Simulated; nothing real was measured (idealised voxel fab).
process module | voxel wiring stack
cross-section cut | 195 nm wide | cells 5 nm
A cross-section is a grid of square cells, given in bands from the top down. A band is one or more rows of cells.
Each band's line starts with the height of the band's top and of its bottom, in nm. Then come its materials from left to right, each with its width in nm. One material with "throughout" fills the band from edge to edge. "air" is empty space.
Height 0 is the level under which the wafer as received is all one material. The lowest band goes on downwards, as in "0 down".
A width such as "30 to 40" changes by the same amount from each row of cells to the next, from the band's top row to its bottom row.
"no change" after a step means that no cell of the cross-section changed.
closed voids: empty space of 8 cells or more with no open way to the top, each as width x height at its distance from the left edge, in nm
after a step's settings: what the simulator itself notes on the step
overlay nm, on a step with a mask: how far to the right of its planned place the mask lay; to the left if negative
plan
1 op RECEIVE | material Si
2 op CONFORMAL_DEP | material SiO2 | thk nm 15
3 op CONFORMAL_DEP | material SiN | thk nm 5
4 op DIRECTIONAL_DEP | material SiO2 | thk nm 25
5 op DIRECTIONAL_DEP | material aC | thk nm 10
6 op PATTERN | tone open | mask id METAL_1 | material resist | width nm 25 | pitch nm 45 | thk nm 25 | overlay nm 0
7 op DIRECTIONAL_ETCH | etch materials aC | depth nm 10
8 op STRIP | etch materials resist
9 op DIRECTIONAL_ETCH | etch materials SiO2 | depth nm 25
10 op DIRECTIONAL_ETCH | etch materials SiN | depth nm 5
11 op STRIP | etch materials aC
12 op CONFORMAL_DEP | material TiN | thk nm 5
13 op FILL_DEP | material Ru | thk nm 5
14 op CMP | height nm 45
15 op EPI | material Ru | thk nm 5
16 op FILL_DEP | material SiCN | thk nm 5
17 op DIRECTIONAL_DEP | material SiO2 | thk nm 30
18 op DIRECTIONAL_DEP | material aC | thk nm 15
19 op PATTERN | tone open | mask id METAL_2 | material resist | width nm 25 | pitch nm 45 | thk nm 30 | overlay nm 0
20 op DIRECTIONAL_ETCH | etch materials aC | depth nm 15
21 op STRIP | etch materials resist
22 op DIRECTIONAL_ETCH | etch materials SiO2 | depth nm 15
23 op STRIP | etch materials aC
24 op DIRECTIONAL_DEP | material aC | thk nm 10
25 op PATTERN | tone open | mask id METAL_2_HOLES | material resist | width nm 15 | pitch nm 90 | thk nm 30 | overlay nm 0
26 op DIRECTIONAL_ETCH | etch materials aC | depth nm 10
27 op STRIP | etch materials resist
28 op DIRECTIONAL_ETCH | etch materials SiO2 | depth nm 15
29 op DIRECTIONAL_ETCH | etch materials SiCN | depth nm 5
30 op STRIP | etch materials aC
31 op CONFORMAL_DEP | material TiN | thk nm 5
32 op FILL_DEP | material Cu | thk nm 5
33 op CMP | height nm 85
34 op CONFORMAL_DEP | material SiCN | thk nm 5
35 op DIRECTIONAL_DEP | material lowk | thk nm 10
36 op DIRECTIONAL_DEP | material aC | thk nm 15
37 op PATTERN | tone open | mask id PLUG_2 | material resist | width nm 15 | pitch nm 45 | thk nm 30 | overlay nm 0
38 op DIRECTIONAL_ETCH | etch materials aC | depth nm 15
39 op STRIP | etch materials resist
40 op DIRECTIONAL_ETCH | etch materials lowk | depth nm 10
41 op DIRECTIONAL_ETCH | etch materials SiCN | depth nm 5
42 op STRIP | etch materials aC
43 op CONFORMAL_DEP | material TiN | thk nm 5
44 op FILL_DEP | material Ru | thk nm 10
45 op CMP | height nm 100
46 op DIRECTIONAL_DEP | material TiN | thk nm 5
47 op DIRECTIONAL_DEP | material W | thk nm 15
48 op MASKED_ETCH | tone cover | mask id METAL_3 | width nm 25 | pitch nm 45 | etch materials W | depth nm 15 | overlay nm 0
49 op MASKED_ETCH | tone cover | mask id METAL_3 | width nm 25 | pitch nm 45 | etch materials TiN | depth nm 5 | overlay nm 0
50 op CONFORMAL_DEP | material SiN | thk nm 5
51 op FILL_DEP | material lowk | thk nm 5
52 op CMP | height nm 120
53 op CONFORMAL_DEP | material SiN | thk nm 5
first wafer, as planned
as received, after step 1
  0 down: Si throughout
  closed voids: none
after step 2
  15 to 0: SiO2 throughout
  below 0: unchanged
after step 3
  20 to 15: SiN throughout
  below 15: unchanged
after step 4
  45 to 20: SiO2 throughout
  below 20: unchanged
after step 5
  55 to 45: aC throughout
  below 45: unchanged
after step 6
  80 to 55: resist 40 | air 25 | resist 20 | air 25 | resist 20 | air 25 | resist 40
  below 55: unchanged
after step 7
  70 to 55: resist 40 | air 25 | resist 20 | air 25 | resist 20 | air 25 | resist 40
  55 to 45: aC 40 | air 25 | aC 20 | air 25 | aC 20 | air 25 | aC 40
  below 45: unchanged
after step 8
  55 to 45: aC 40 | air 25 | aC 20 | air 25 | aC 20 | air 25 | aC 40
  below 45: unchanged
after step 9
  55 to 45: aC 40 | air 25 | aC 20 | air 25 | aC 20 | air 25 | aC 40
  45 to 20: SiO2 40 | air 25 | SiO2 20 | air 25 | SiO2 20 | air 25 | SiO2 40
  below 20: unchanged
after step 10
  55 to 45: aC 40 | air 25 | aC 20 | air 25 | aC 20 | air 25 | aC 40
  45 to 20: SiO2 40 | air 25 | SiO2 20 | air 25 | SiO2 20 | air 25 | SiO2 40
  20 to 15: SiN 40 | air 25 | SiN 20 | air 25 | SiN 20 | air 25 | SiN 40
  below 15: unchanged
after step 11
  45 to 20: SiO2 40 | air 25 | SiO2 20 | air 25 | SiO2 20 | air 25 | SiO2 40
  below 20: unchanged
after step 12
  50 to 45: TiN 45 | air 15 | TiN 30 | air 15 | TiN 30 | air 15 | TiN 45
  45 to 20: SiO2 40 | TiN 5 | air 15 | TiN 5 | SiO2 20 | TiN 5 | air 15 | TiN 5 | SiO2 20 | TiN 5 | air 15 | TiN 5 | SiO2 40
  20 to 15: SiN 40 | TiN 25 | SiN 20 | TiN 25 | SiN 20 | TiN 25 | SiN 40
  below 15: unchanged
after step 13
  55 to 50: Ru throughout
  50 to 45: TiN 45 | Ru 15 | TiN 30 | Ru 15 | TiN 30 | Ru 15 | TiN 45
  45 to 20: SiO2 40 | TiN 5 | Ru 15 | TiN 5 | SiO2 20 | TiN 5 | Ru 15 | TiN 5 | SiO2 20 | TiN 5 | Ru 15 | TiN 5 | SiO2 40
  below 20: unchanged
after step 14
  45 to 20: SiO2 40 | TiN 5 | Ru 15 | TiN 5 | SiO2 20 | TiN 5 | Ru 15 | TiN 5 | SiO2 20 | TiN 5 | Ru 15 | TiN 5 | SiO2 40
  below 20: unchanged
after step 15
  50 to 45: air 35 | Ru 35 | air 10 | Ru 35 | air 10 | Ru 35 | air 35
  below 45: unchanged
after step 16
  55 to 50: SiCN throughout
  50 to 45: SiCN 35 | Ru 35 | SiCN 10 | Ru 35 | SiCN 10 | Ru 35 | SiCN 35
  below 45: unchanged
after step 17
  85 to 55: SiO2 throughout
  below 55: unchanged
after step 18
  100 to 85: aC throughout
  below 85: unchanged
after step 19
  130 to 100: resist 40 | air 25 | resist 20 | air 25 | resist 20 | air 25 | resist 40
  below 100: unchanged
after step 20
  115 to 100: resist 40 | air 25 | resist 20 | air 25 | resist 20 | air 25 | resist 40
  100 to 85: aC 40 | air 25 | aC 20 | air 25 | aC 20 | air 25 | aC 40
  below 85: unchanged
after step 21
  100 to 85: aC 40 | air 25 | aC 20 | air 25 | aC 20 | air 25 | aC 40
  below 85: unchanged
after step 22
  100 to 85: aC 40 | air 25 | aC 20 | air 25 | aC 20 | air 25 | aC 40
  85 to 70: SiO2 40 | air 25 | SiO2 20 | air 25 | SiO2 20 | air 25 | SiO2 40
  below 70: unchanged
after step 23
  85 to 70: SiO2 40 | air 25 | SiO2 20 | air 25 | SiO2 20 | air 25 | SiO2 40
  below 70: unchanged
after step 24
  95 to 85: aC 40 | air 25 | aC 20 | air 25 | aC 20 | air 25 | aC 40
  85 to 80: SiO2 40 | air 25 | SiO2 20 | air 25 | SiO2 20 | air 25 | SiO2 40
  80 to 70: SiO2 40 | aC 25 | SiO2 20 | aC 25 | SiO2 20 | aC 25 | SiO2 40
  below 70: unchanged
after step 25
  125 to 95: resist 40 | air 15 | resist 75 | air 15 | resist 50
  95 to 85: aC 40 | air 15 | resist 10 | aC 20 | resist 25 | aC 20 | air 15 | resist 10 | aC 40
  85 to 80: SiO2 40 | air 15 | resist 10 | SiO2 20 | resist 25 | SiO2 20 | air 15 | resist 10 | SiO2 40
  below 80: unchanged
after step 26
  115 to 95: resist 40 | air 15 | resist 75 | air 15 | resist 50
  95 to 85: aC 40 | air 15 | resist 10 | aC 20 | resist 25 | aC 20 | air 15 | resist 10 | aC 40
  85 to 80: SiO2 40 | air 15 | resist 10 | SiO2 20 | resist 25 | SiO2 20 | air 15 | resist 10 | SiO2 40
  80 to 70: SiO2 40 | air 15 | aC 10 | SiO2 20 | aC 25 | SiO2 20 | air 15 | aC 10 | SiO2 40
  below 70: unchanged
after step 27
  95 to 85: aC 40 | air 25 | aC 20 | air 25 | aC 20 | air 25 | aC 40
  85 to 80: SiO2 40 | air 25 | SiO2 20 | air 25 | SiO2 20 | air 25 | SiO2 40
  below 80: unchanged
after step 28
  95 to 85: aC 40 | air 25 | aC 20 | air 25 | aC 20 | air 25 | aC 40
  85 to 80: SiO2 40 | air 25 | SiO2 20 | air 25 | SiO2 20 | air 25 | SiO2 40
  80 to 70: SiO2 40 | air 15 | aC 10 | SiO2 20 | aC 25 | SiO2 20 | air 15 | aC 10 | SiO2 40
  70 to 55: SiO2 40 | air 15 | SiO2 75 | air 15 | SiO2 50
  below 55: unchanged
after step 29
  95 to 85: aC 40 | air 25 | aC 20 | air 25 | aC 20 | air 25 | aC 40
  85 to 80: SiO2 40 | air 25 | SiO2 20 | air 25 | SiO2 20 | air 25 | SiO2 40
  80 to 70: SiO2 40 | air 15 | aC 10 | SiO2 20 | aC 25 | SiO2 20 | air 15 | aC 10 | SiO2 40
  70 to 55: SiO2 40 | air 15 | SiO2 75 | air 15 | SiO2 50
  55 to 50: SiCN 40 | air 15 | SiCN 75 | air 15 | SiCN 50
  below 50: unchanged
after step 30
  85 to 70: SiO2 40 | air 25 | SiO2 20 | air 25 | SiO2 20 | air 25 | SiO2 40
  below 70: unchanged
after step 31
  90 to 85: TiN 45 | air 15 | TiN 30 | air 15 | TiN 30 | air 15 | TiN 45
  85 to 75: SiO2 40 | TiN 5 | air 15 | TiN 5 | SiO2 20 | TiN 5 | air 15 | TiN 5 | SiO2 20 | TiN 5 | air 15 | TiN 5 | SiO2 40
  75 to 70: SiO2 40 | TiN 5 | air 5 | TiN 15 | SiO2 20 | TiN 25 | SiO2 20 | TiN 5 | air 5 | TiN 15 | SiO2 40
  70 to 55: SiO2 40 | TiN 5 | air 5 | TiN 5 | SiO2 75 | TiN 5 | air 5 | TiN 5 | SiO2 50
  55 to 50: SiCN 40 | TiN 15 | SiCN 75 | TiN 15 | SiCN 50
  below 50: unchanged
after step 32
  95 to 90: Cu throughout
  90 to 85: TiN 45 | Cu 15 | TiN 30 | Cu 15 | TiN 30 | Cu 15 | TiN 45
  85 to 75: SiO2 40 | TiN 5 | Cu 15 | TiN 5 | SiO2 20 | TiN 5 | Cu 15 | TiN 5 | SiO2 20 | TiN 5 | Cu 15 | TiN 5 | SiO2 40
  75 to 70: SiO2 40 | TiN 5 | Cu 5 | TiN 15 | SiO2 20 | TiN 25 | SiO2 20 | TiN 5 | Cu 5 | TiN 15 | SiO2 40
  70 to 55: SiO2 40 | TiN 5 | Cu 5 | TiN 5 | SiO2 75 | TiN 5 | Cu 5 | TiN 5 | SiO2 50
  below 55: unchanged
after step 33
  85 to 75: SiO2 40 | TiN 5 | Cu 15 | TiN 5 | SiO2 20 | TiN 5 | Cu 15 | TiN 5 | SiO2 20 | TiN 5 | Cu 15 | TiN 5 | SiO2 40
  below 75: unchanged
after step 34
  90 to 85: SiCN throughout
  below 85: unchanged
after step 35
  100 to 90: lowk throughout
  below 90: unchanged
after step 36
  115 to 100: aC throughout
  below 100: unchanged
after step 37
  145 to 115: resist 40 | air 15 | resist 30 | air 15 | resist 30 | air 15 | resist 50
  below 115: unchanged
after step 38
  130 to 115: resist 40 | air 15 | resist 30 | air 15 | resist 30 | air 15 | resist 50
  115 to 100: aC 40 | air 15 | aC 30 | air 15 | aC 30 | air 15 | aC 50
  below 100: unchanged
after step 39
  115 to 100: aC 40 | air 15 | aC 30 | air 15 | aC 30 | air 15 | aC 50
  below 100: unchanged
after step 40
  115 to 100: aC 40 | air 15 | aC 30 | air 15 | aC 30 | air 15 | aC 50
  100 to 90: lowk 40 | air 15 | lowk 30 | air 15 | lowk 30 | air 15 | lowk 50
  below 90: unchanged
after step 41
  115 to 100: aC 40 | air 15 | aC 30 | air 15 | aC 30 | air 15 | aC 50
  100 to 90: lowk 40 | air 15 | lowk 30 | air 15 | lowk 30 | air 15 | lowk 50
  90 to 85: SiCN 40 | air 15 | SiCN 30 | air 15 | SiCN 30 | air 15 | SiCN 50
  below 85: unchanged
after step 42
  100 to 90: lowk 40 | air 15 | lowk 30 | air 15 | lowk 30 | air 15 | lowk 50
  below 90: unchanged
after step 43
  105 to 100: TiN 45 | air 5 | TiN 40 | air 5 | TiN 40 | air 5 | TiN 55
  100 to 90: lowk 40 | TiN 5 | air 5 | TiN 5 | lowk 30 | TiN 5 | air 5 | TiN 5 | lowk 30 | TiN 5 | air 5 | TiN 5 | lowk 50
  90 to 85: SiCN 40 | TiN 15 | SiCN 30 | TiN 15 | SiCN 30 | TiN 15 | SiCN 50
  below 85: unchanged
after step 44
  115 to 105: Ru throughout
  105 to 100: TiN 45 | Ru 5 | TiN 40 | Ru 5 | TiN 40 | Ru 5 | TiN 55
  100 to 90: lowk 40 | TiN 5 | Ru 5 | TiN 5 | lowk 30 | TiN 5 | Ru 5 | TiN 5 | lowk 30 | TiN 5 | Ru 5 | TiN 5 | lowk 50
  below 90: unchanged
after step 45
  100 to 90: lowk 40 | TiN 5 | Ru 5 | TiN 5 | lowk 30 | TiN 5 | Ru 5 | TiN 5 | lowk 30 | TiN 5 | Ru 5 | TiN 5 | lowk 50
  below 90: unchanged
after step 46
  105 to 100: TiN throughout
  below 100: unchanged
after step 47
  120 to 105: W throughout
  below 105: unchanged
after step 48
  120 to 105: air 40 | W 25 | air 20 | W 25 | air 20 | W 25 | air 40
  below 105: unchanged
after step 49
  120 to 105: air 40 | W 25 | air 20 | W 25 | air 20 | W 25 | air 40
  105 to 100: air 40 | TiN 25 | air 20 | TiN 25 | air 20 | TiN 25 | air 40
  below 100: unchanged
after step 50
  125 to 120: air 35 | SiN 35 | air 10 | SiN 35 | air 10 | SiN 35 | air 35
  120 to 105: air 35 | SiN 5 | W 25 | SiN 5 | air 10 | SiN 5 | W 25 | SiN 5 | air 10 | SiN 5 | W 25 | SiN 5 | air 35
  105 to 100: SiN 40 | TiN 25 | SiN 20 | TiN 25 | SiN 20 | TiN 25 | SiN 40
  below 100: unchanged
after step 51
  130 to 125: lowk throughout
  125 to 120: lowk 35 | SiN 35 | lowk 10 | SiN 35 | lowk 10 | SiN 35 | lowk 35
  120 to 105: lowk 35 | SiN 5 | W 25 | SiN 5 | lowk 10 | SiN 5 | W 25 | SiN 5 | lowk 10 | SiN 5 | W 25 | SiN 5 | lowk 35
  below 105: unchanged
after step 52
  120 to 105: lowk 35 | SiN 5 | W 25 | SiN 5 | lowk 10 | SiN 5 | W 25 | SiN 5 | lowk 10 | SiN 5 | W 25 | SiN 5 | lowk 35
  below 105: unchanged
after step 53
  125 to 120: SiN throughout
  below 120: unchanged
second wafer: like start, like plan, one mistake. Through step 2 it matches the first wafer
when step 3 should have ended
  40 to 0: SiO2 throughout
  below 0: unchanged
when step 4 should have ended
  45 to 40: SiN throughout
  below 40: unchanged
when step 5 should have ended
  55 to 45: aC throughout
  below 45: unchanged
when step 6 should have ended
  80 to 55: resist 40 | air 25 | resist 20 | air 25 | resist 20 | air 25 | resist 40
  below 55: unchanged
when step 7 should have ended
  70 to 55: resist 40 | air 25 | resist 20 | air 25 | resist 20 | air 25 | resist 40
  55 to 45: aC 40 | air 25 | aC 20 | air 25 | aC 20 | air 25 | aC 40
  below 45: unchanged
when step 8 should have ended
  55 to 45: aC 40 | air 25 | aC 20 | air 25 | aC 20 | air 25 | aC 40
  below 45: unchanged
when step 9 should have ended: no change
when step 10 should have ended
  55 to 45: aC 40 | air 25 | aC 20 | air 25 | aC 20 | air 25 | aC 40
  45 to 40: SiN 40 | air 25 | SiN 20 | air 25 | SiN 20 | air 25 | SiN 40
  below 40: unchanged
when step 11 should have ended
  45 to 40: SiN 40 | air 25 | SiN 20 | air 25 | SiN 20 | air 25 | SiN 40
  below 40: unchanged
when step 12 should have ended
  50 to 45: TiN 45 | air 15 | TiN 30 | air 15 | TiN 30 | air 15 | TiN 45
  45 to 40: SiN 40 | TiN 25 | SiN 20 | TiN 25 | SiN 20 | TiN 25 | SiN 40
  below 40: unchanged
when step 13 should have ended
  55 to 50: Ru throughout
  50 to 45: TiN 45 | Ru 15 | TiN 30 | Ru 15 | TiN 30 | Ru 15 | TiN 45
  below 45: unchanged
when step 14 should have ended
  45 to 40: SiN 40 | TiN 25 | SiN 20 | TiN 25 | SiN 20 | TiN 25 | SiN 40
  below 40: unchanged
when step 15 should have ended
  50 to 45: air 35 | Ru 35 | air 10 | Ru 35 | air 10 | Ru 35 | air 35
  below 45: unchanged
when step 16 should have ended
  55 to 50: SiCN throughout
  50 to 45: SiCN 35 | Ru 35 | SiCN 10 | Ru 35 | SiCN 10 | Ru 35 | SiCN 35
  below 45: unchanged
when step 17 should have ended
  85 to 55: SiO2 throughout
  below 55: unchanged
when step 18 should have ended
  100 to 85: aC throughout
  below 85: unchanged
when step 19 should have ended
  130 to 100: resist 40 | air 25 | resist 20 | air 25 | resist 20 | air 25 | resist 40
  below 100: unchanged
when step 20 should have ended
  115 to 100: resist 40 | air 25 | resist 20 | air 25 | resist 20 | air 25 | resist 40
  100 to 85: aC 40 | air 25 | aC 20 | air 25 | aC 20 | air 25 | aC 40
  below 85: unchanged
when step 21 should have ended
  100 to 85: aC 40 | air 25 | aC 20 | air 25 | aC 20 | air 25 | aC 40
  below 85: unchanged
when step 22 should have ended
  100 to 85: aC 40 | air 25 | aC 20 | air 25 | aC 20 | air 25 | aC 40
  85 to 70: SiO2 40 | air 25 | SiO2 20 | air 25 | SiO2 20 | air 25 | SiO2 40
  below 70: unchanged
when step 23 should have ended
  85 to 70: SiO2 40 | air 25 | SiO2 20 | air 25 | SiO2 20 | air 25 | SiO2 40
  below 70: unchanged
when step 24 should have ended
  95 to 85: aC 40 | air 25 | aC 20 | air 25 | aC 20 | air 25 | aC 40
  85 to 80: SiO2 40 | air 25 | SiO2 20 | air 25 | SiO2 20 | air 25 | SiO2 40
  80 to 70: SiO2 40 | aC 25 | SiO2 20 | aC 25 | SiO2 20 | aC 25 | SiO2 40
  below 70: unchanged
when step 25 should have ended
  125 to 95: resist 40 | air 15 | resist 75 | air 15 | resist 50
  95 to 85: aC 40 | air 15 | resist 10 | aC 20 | resist 25 | aC 20 | air 15 | resist 10 | aC 40
  85 to 80: SiO2 40 | air 15 | resist 10 | SiO2 20 | resist 25 | SiO2 20 | air 15 | resist 10 | SiO2 40
  below 80: unchanged
when step 26 should have ended
  115 to 95: resist 40 | air 15 | resist 75 | air 15 | resist 50
  95 to 85: aC 40 | air 15 | resist 10 | aC 20 | resist 25 | aC 20 | air 15 | resist 10 | aC 40
  85 to 80: SiO2 40 | air 15 | resist 10 | SiO2 20 | resist 25 | SiO2 20 | air 15 | resist 10 | SiO2 40
  80 to 70: SiO2 40 | air 15 | aC 10 | SiO2 20 | aC 25 | SiO2 20 | air 15 | aC 10 | SiO2 40
  below 70: unchanged
when step 27 should have ended
  95 to 85: aC 40 | air 25 | aC 20 | air 25 | aC 20 | air 25 | aC 40
  85 to 80: SiO2 40 | air 25 | SiO2 20 | air 25 | SiO2 20 | air 25 | SiO2 40
  below 80: unchanged
when step 28 should have ended
  95 to 85: aC 40 | air 25 | aC 20 | air 25 | aC 20 | air 25 | aC 40
  85 to 80: SiO2 40 | air 25 | SiO2 20 | air 25 | SiO2 20 | air 25 | SiO2 40
  80 to 70: SiO2 40 | air 15 | aC 10 | SiO2 20 | aC 25 | SiO2 20 | air 15 | aC 10 | SiO2 40
  70 to 55: SiO2 40 | air 15 | SiO2 75 | air 15 | SiO2 50
  below 55: unchanged
when step 29 should have ended
  95 to 85: aC 40 | air 25 | aC 20 | air 25 | aC 20 | air 25 | aC 40
  85 to 80: SiO2 40 | air 25 | SiO2 20 | air 25 | SiO2 20 | air 25 | SiO2 40
  80 to 70: SiO2 40 | air 15 | aC 10 | SiO2 20 | aC 25 | SiO2 20 | air 15 | aC 10 | SiO2 40
  70 to 55: SiO2 40 | air 15 | SiO2 75 | air 15 | SiO2 50
  55 to 50: SiCN 40 | air 15 | SiCN 75 | air 15 | SiCN 50
  below 50: unchanged
when step 30 should have ended
  85 to 70: SiO2 40 | air 25 | SiO2 20 | air 25 | SiO2 20 | air 25 | SiO2 40
  below 70: unchanged
when step 31 should have ended
  90 to 85: TiN 45 | air 15 | TiN 30 | air 15 | TiN 30 | air 15 | TiN 45
  85 to 75: SiO2 40 | TiN 5 | air 15 | TiN 5 | SiO2 20 | TiN 5 | air 15 | TiN 5 | SiO2 20 | TiN 5 | air 15 | TiN 5 | SiO2 40
  75 to 70: SiO2 40 | TiN 5 | air 5 | TiN 15 | SiO2 20 | TiN 25 | SiO2 20 | TiN 5 | air 5 | TiN 15 | SiO2 40
  70 to 55: SiO2 40 | TiN 5 | air 5 | TiN 5 | SiO2 75 | TiN 5 | air 5 | TiN 5 | SiO2 50
  55 to 50: SiCN 40 | TiN 15 | SiCN 75 | TiN 15 | SiCN 50
  below 50: unchanged
when step 32 should have ended
  95 to 90: Cu throughout
  90 to 85: TiN 45 | Cu 15 | TiN 30 | Cu 15 | TiN 30 | Cu 15 | TiN 45
  85 to 75: SiO2 40 | TiN 5 | Cu 15 | TiN 5 | SiO2 20 | TiN 5 | Cu 15 | TiN 5 | SiO2 20 | TiN 5 | Cu 15 | TiN 5 | SiO2 40
  75 to 70: SiO2 40 | TiN 5 | Cu 5 | TiN 15 | SiO2 20 | TiN 25 | SiO2 20 | TiN 5 | Cu 5 | TiN 15 | SiO2 40
  70 to 55: SiO2 40 | TiN 5 | Cu 5 | TiN 5 | SiO2 75 | TiN 5 | Cu 5 | TiN 5 | SiO2 50
  below 55: unchanged
when step 33 should have ended
  85 to 75: SiO2 40 | TiN 5 | Cu 15 | TiN 5 | SiO2 20 | TiN 5 | Cu 15 | TiN 5 | SiO2 20 | TiN 5 | Cu 15 | TiN 5 | SiO2 40
  below 75: unchanged
when step 34 should have ended
  90 to 85: SiCN throughout
  below 85: unchanged
when step 35 should have ended
  100 to 90: lowk throughout
  below 90: unchanged
when step 36 should have ended
  115 to 100: aC throughout
  below 100: unchanged
when step 37 should have ended
  145 to 115: resist 40 | air 15 | resist 30 | air 15 | resist 30 | air 15 | resist 50
  below 115: unchanged
when step 38 should have ended
  130 to 115: resist 40 | air 15 | resist 30 | air 15 | resist 30 | air 15 | resist 50
  115 to 100: aC 40 | air 15 | aC 30 | air 15 | aC 30 | air 15 | aC 50
  below 100: unchanged
when step 39 should have ended
  115 to 100: aC 40 | air 15 | aC 30 | air 15 | aC 30 | air 15 | aC 50
  below 100: unchanged
when step 40 should have ended
  115 to 100: aC 40 | air 15 | aC 30 | air 15 | aC 30 | air 15 | aC 50
  100 to 90: lowk 40 | air 15 | lowk 30 | air 15 | lowk 30 | air 15 | lowk 50
  below 90: unchanged
when step 41 should have ended
  115 to 100: aC 40 | air 15 | aC 30 | air 15 | aC 30 | air 15 | aC 50
  100 to 90: lowk 40 | air 15 | lowk 30 | air 15 | lowk 30 | air 15 | lowk 50
  90 to 85: SiCN 40 | air 15 | SiCN 30 | air 15 | SiCN 30 | air 15 | SiCN 50
  below 85: unchanged
when step 42 should have ended
  100 to 90: lowk 40 | air 15 | lowk 30 | air 15 | lowk 30 | air 15 | lowk 50
  below 90: unchanged
when step 43 should have ended
  105 to 100: TiN 45 | air 5 | TiN 40 | air 5 | TiN 40 | air 5 | TiN 55
  100 to 90: lowk 40 | TiN 5 | air 5 | TiN 5 | lowk 30 | TiN 5 | air 5 | TiN 5 | lowk 30 | TiN 5 | air 5 | TiN 5 | lowk 50
  90 to 85: SiCN 40 | TiN 15 | SiCN 30 | TiN 15 | SiCN 30 | TiN 15 | SiCN 50
  below 85: unchanged
when step 44 should have ended
  115 to 105: Ru throughout
  105 to 100: TiN 45 | Ru 5 | TiN 40 | Ru 5 | TiN 40 | Ru 5 | TiN 55
  100 to 90: lowk 40 | TiN 5 | Ru 5 | TiN 5 | lowk 30 | TiN 5 | Ru 5 | TiN 5 | lowk 30 | TiN 5 | Ru 5 | TiN 5 | lowk 50
  below 90: unchanged
when step 45 should have ended
  100 to 90: lowk 40 | TiN 5 | Ru 5 | TiN 5 | lowk 30 | TiN 5 | Ru 5 | TiN 5 | lowk 30 | TiN 5 | Ru 5 | TiN 5 | lowk 50
  below 90: unchanged
when step 46 should have ended
  105 to 100: TiN throughout
  below 100: unchanged
when step 47 should have ended
  120 to 105: W throughout
  below 105: unchanged
when step 48 should have ended
  120 to 105: air 40 | W 25 | air 20 | W 25 | air 20 | W 25 | air 40
  below 105: unchanged
when step 49 should have ended
  120 to 105: air 40 | W 25 | air 20 | W 25 | air 20 | W 25 | air 40
  105 to 100: air 40 | TiN 25 | air 20 | TiN 25 | air 20 | TiN 25 | air 40
  below 100: unchanged
when step 50 should have ended
  125 to 120: air 35 | SiN 35 | air 10 | SiN 35 | air 10 | SiN 35 | air 35
  120 to 105: air 35 | SiN 5 | W 25 | SiN 5 | air 10 | SiN 5 | W 25 | SiN 5 | air 10 | SiN 5 | W 25 | SiN 5 | air 35
  105 to 100: SiN 40 | TiN 25 | SiN 20 | TiN 25 | SiN 20 | TiN 25 | SiN 40
  below 100: unchanged
when step 51 should have ended
  130 to 125: lowk throughout
  125 to 120: lowk 35 | SiN 35 | lowk 10 | SiN 35 | lowk 10 | SiN 35 | lowk 35
  120 to 105: lowk 35 | SiN 5 | W 25 | SiN 5 | lowk 10 | SiN 5 | W 25 | SiN 5 | lowk 10 | SiN 5 | W 25 | SiN 5 | lowk 35
  below 105: unchanged
when step 52 should have ended
  120 to 105: lowk 35 | SiN 5 | W 25 | SiN 5 | lowk 10 | SiN 5 | W 25 | SiN 5 | lowk 10 | SiN 5 | W 25 | SiN 5 | lowk 35
  below 105: unchanged
when step 53 should have ended
  125 to 120: SiN throughout
  below 120: unchanged
what went wrong: steps 3 and 4 were swapped
at the end the second wafer has, in cells: 45 fewer of Ru | 75 more of SiO2 | 30 fewer of TiN
